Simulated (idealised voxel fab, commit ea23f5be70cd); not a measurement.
Proc. module: voxel double patterning
Square cells of 5 nm make up the cross-section cut, whose width is 275 nm.
Heads up, the way a cross-section reads in here is a grid of square cells, handed over as bands from the top down, with every band being one or more rows of cells.
Heads up on the band format: heights come first, top then bottom, in nm. After that it's the materials left to right, each with its width in nm. A single material flagged "throughout" fills the whole band edge to edge, and "blank" means there's empty space there.
Heights are reckoned from 0. Under this level, the received wafer is all of one material. The bottommost band is open-ended downward, for example "top 0, no bottom".
Quick explanation for "30 to 40": the width changes in equal steps down the rows of cells, from the first number in the band's top row to the second number in its bottom row.
What does "same as before" mean for a step? It means no cell of the cross-section changed in that step.
"closed voids" enumerates empty spaces isolated from the top, with no open way to it, that contain at least 8 cells, giving each as width x height at distance from the left edge, all three in nm.
On each step's line, the part that comes after the settings is the simulator's own comment on the step.
The setting "overlay nm" may be written on the line of a step. When the step uses a mask, the value reports how far to the right of the planned place the mask lay, and a negative value reports that it lay to the left.

Planned step list for the process:
1. RECEIVE, material Si
2. CONFORMAL_DEP, material SiO2, thk nm 10
3. DIRECTIONAL_DEP, material polySi, thk nm 15
4. DIRECTIONAL_DEP, material SiCN, thk nm 5
5. MASKED_ETCH, tone open, mask id FIRST, width nm 15, pitch nm 50, etch materials SiCN, depth nm 5, overlay nm 0
6. DIRECTIONAL_DEP, material aC, thk nm 10
7. PATTERN, tone open, mask id SECOND, material resist, width nm 15, pitch nm 50, thk nm 25, overlay nm 0
8. DIRECTIONAL_ETCH, etch materials aC, depth nm 10
9. STRIP, etch materials resist
10. DIRECTIONAL_ETCH, etch materials SiCN, depth nm 5
11. STRIP, etch materials aC
12. DIRECTIONAL_ETCH, etch materials polySi, depth nm 15
13. STRIP, etch materials SiCN

Incoming wafer in cross-section (state: after step 1):
* top 0, no bottom | Si throughout
* closed voids: none

End-of-module XS, first of two wafers, run as planned:
* top 25, bottom 10 | polySi 80, blank 15, polySi 10, blank 15, polySi 10, blank 15, polySi 10, blank 15, polySi 10, blank 15, polySi 80
* top 10, bottom 0 | SiO2 throughout
* top 0, no bottom | Si throughout
* closed voids: none

Cross-sectional view of the second of two wafers upon completion of the module. This wafer shared its starting condition and process plan with the first; one error was made during its execution:
* top 35, bottom 20 | polySi 80, blank 15, polySi 10, blank 15, polySi 10, blank 15, polySi 10, blank 15, polySi 10, blank 15, polySi 80
* top 20, bottom 10 | polySi throughout
* top 10, bottom 0 | SiO2 throughout
* top 0, no bottom | Si throughout
* closed voids: none
The plan and the run diverged here: contrary to plan, step 3 was performed as DIRECTIONAL_DEP, material polySi, thk nm 25
Counted in cells at the end, the second wafer holds more or fewer of these materials than the first: polySi: 110 more
